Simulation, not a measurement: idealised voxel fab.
process module | voxel lift off
cross-section cut | 155 nm wide | cells 5 nm
A cross-section is a grid of square cells, given in bands from the top down. A band is one or more rows of cells.
Each band's line starts with the height of the band's top and of its bottom, in nm. Then come its materials from left to right, each with its width in nm. One material with "throughout" fills the band from edge to edge. "air" is empty space.
Height 0 is the level under which the wafer as received is all one material. The lowest band goes on downwards, as in "0 down".
A width such as "30 to 40" changes by the same amount from each row of cells to the next, from the band's top row to its bottom row.
"no change" after a step means that no cell of the cross-section changed.
closed voids: empty space of 8 cells or more with no open way to the top, each as width x height at its distance from the left edge, in nm
after a step's settings: what the simulator itself notes on the step
overlay nm, on a step with a mask: how far to the right of its planned place the mask lay; to the left if negative
plan
1 op RECEIVE | material Si
2 op CONFORMAL_DEP | material Al2O3 | thk nm 5
3 op PATTERN | tone open | mask id LINES | material resist | width nm 15 | pitch nm 30 | thk nm 25 | overlay nm 0
4 op DIRECTIONAL_DEP | material Ru | thk nm 15
5 op STRIP | etch materials resist
6 op CONFORMAL_DEP | material SiO2 | thk nm 5
first wafer, as planned
as received, after step 1
  0 down: Si throughout
  closed voids: none
after step 2
  5 to 0: Al2O3 throughout
  below 0: unchanged
after step 3
  30 to 5: resist 25 | air 15 | resist 15 | air 15 | resist 15 | air 15 | resist 15 | air 15 | resist 25
  below 5: unchanged
after step 4
  45 to 30: Ru 25 | air 15 | Ru 15 | air 15 | Ru 15 | air 15 | Ru 15 | air 15 | Ru 25
  30 to 20: resist 25 | air 15 | resist 15 | air 15 | resist 15 | air 15 | resist 15 | air 15 | resist 25
  20 to 5: resist 25 | Ru 15 | resist 15 | Ru 15 | resist 15 | Ru 15 | resist 15 | Ru 15 | resist 25
  below 5: unchanged
after step 5
  20 to 5: air 25 | Ru 15 | air 15 | Ru 15 | air 15 | Ru 15 | air 15 | Ru 15 | air 25
  below 5: unchanged
after step 6
  25 to 20: air 20 | SiO2 25 | air 5 | SiO2 25 | air 5 | SiO2 25 | air 5 | SiO2 25 | air 20
  20 to 10: air 20 | SiO2 5 | Ru 15 | SiO2 5 | air 5 | SiO2 5 | Ru 15 | SiO2 5 | air 5 | SiO2 5 | Ru 15 | SiO2 5 | air 5 | SiO2 5 | Ru 15 | SiO2 5 | air 20
  10 to 5: SiO2 25 | Ru 15 | SiO2 15 | Ru 15 | SiO2 15 | Ru 15 | SiO2 15 | Ru 15 | SiO2 25
  below 5: unchanged
second wafer: like start, like plan, one mistake. Through step 4 it matches the first wafer
when step 5 should have ended
  20 to 5: air 25 | Ru 15 | air 15 | Ru 15 | air 15 | Ru 15 | air 15 | Ru 15 | air 25
  below 5: unchanged
when step 6 should have ended
  25 to 20: air 20 | SiO2 25 | air 5 | SiO2 25 | air 5 | SiO2 25 | air 5 | SiO2 25 | air 20
  20 to 10: air 20 | SiO2 5 | Ru 15 | SiO2 5 | air 5 | SiO2 5 | Ru 15 | SiO2 5 | air 5 | SiO2 5 | Ru 15 | SiO2 5 | air 5 | SiO2 5 | Ru 15 | SiO2 5 | air 20
  10 to 5: SiO2 25 | Ru 15 | SiO2 15 | Ru 15 | SiO2 15 | Ru 15 | SiO2 15 | Ru 15 | SiO2 25
  below 5: unchanged
what went wrong: step 5 was run twice
at the end the two cross-sections are the same: no effect in what this model computes
